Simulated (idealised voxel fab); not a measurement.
Process module heading - voxel air gaps
For reference, the cross-section in this document is cut, with width 290 nm and square cells of 5 nm.
Cross-section format: a grid of square cells, given as bands from top to bottom; each band is one or more rows of cells. Band entry format. Leading values: height of top, height of bottom, nm. Remainder: materials in left-to-right order, each with its width in nm. Special words: "full width" on a single material, which then fills the band edge to edge; "empty", empty space. We count height from 0. Below that, the starting wafer is all one material. The lowest band never ends at the bottom but goes on down; see "z 0 and below" for how that is written. Top row gets the first number, bottom row gets the second, and each row in between changes by the same step: that is how a band width like "30 to 40" works. What does "stayed the same" mean for a step? It means no cell of the cross-section changed in that step. "Closed-off voids": sealed empty spaces, 8 cells or more, no open way to top, listed width x height at distance, with distance from the left edge and width, height and distance in nm. Step line, after settings: the simulator's comment on this step. overlay nm: on a step with a mask, how far right of its planned place the mask lay; negative means left.

**The planned process steps are enumerated hereunder**
1 RECEIVE with material Si
2 CONFORMAL_DEP with material SiO2, thk nm 15
3 CONFORMAL_DEP with material SiN, thk nm 5
4 DIRECTIONAL_DEP with material SiO2, thk nm 40
5 PATTERN with tone open, mask id LINES, material resist, width nm 25, pitch nm 50, thk nm 15, overlay nm 0
6 DIRECTIONAL_ETCH with etch materials SiO2, depth nm 40
7 STRIP with etch materials resist
8 CONFORMAL_DEP with material TiN, thk nm 5
9 FILL_DEP with material Ru, thk nm 5
10 CMP with height nm 60
11 EPI with material Ru, thk nm 10
12 SELECTIVE_ETCH with etch materials SiO2, depth nm 50
13 CONFORMAL_DEP with material SiCN, thk nm 5

**Cross-section of the incoming wafer, state after step 1**
* z 0 and below = Si full width
* Closed-off voids: none

**The cross-section shown corresponds to the wafer at the conclusion of the module. The initial structure and the process plan are those presented above; however, one mistake occurred in executing the plan**
* z 75 to 70 = SiCN full width
* z 70 to 60 = Ru full width
* z 60 to 55 = 85 nm TiN, 15 nm Ru, 35 nm TiN, 15 nm Ru, 35 nm TiN, 15 nm Ru, 90 nm TiN
* z 55 to 20 = 80 nm SiO2, 5 nm TiN, 15 nm Ru, 5 nm TiN, 25 nm SiO2, 5 nm TiN, 15 nm Ru, 5 nm TiN, 25 nm SiO2, 5 nm TiN, 15 nm Ru, 5 nm TiN, 85 nm SiO2
* z 20 to 15 = 80 nm SiO2, 25 nm TiN, 25 nm SiO2, 25 nm TiN, 25 nm SiO2, 25 nm TiN, 85 nm SiO2
* z 15 to 0 = SiO2 full width
* z 0 and below = Si full width
* Closed-off voids: none
What broke from the plan during processing? plan step 3 never ran because it was skipped
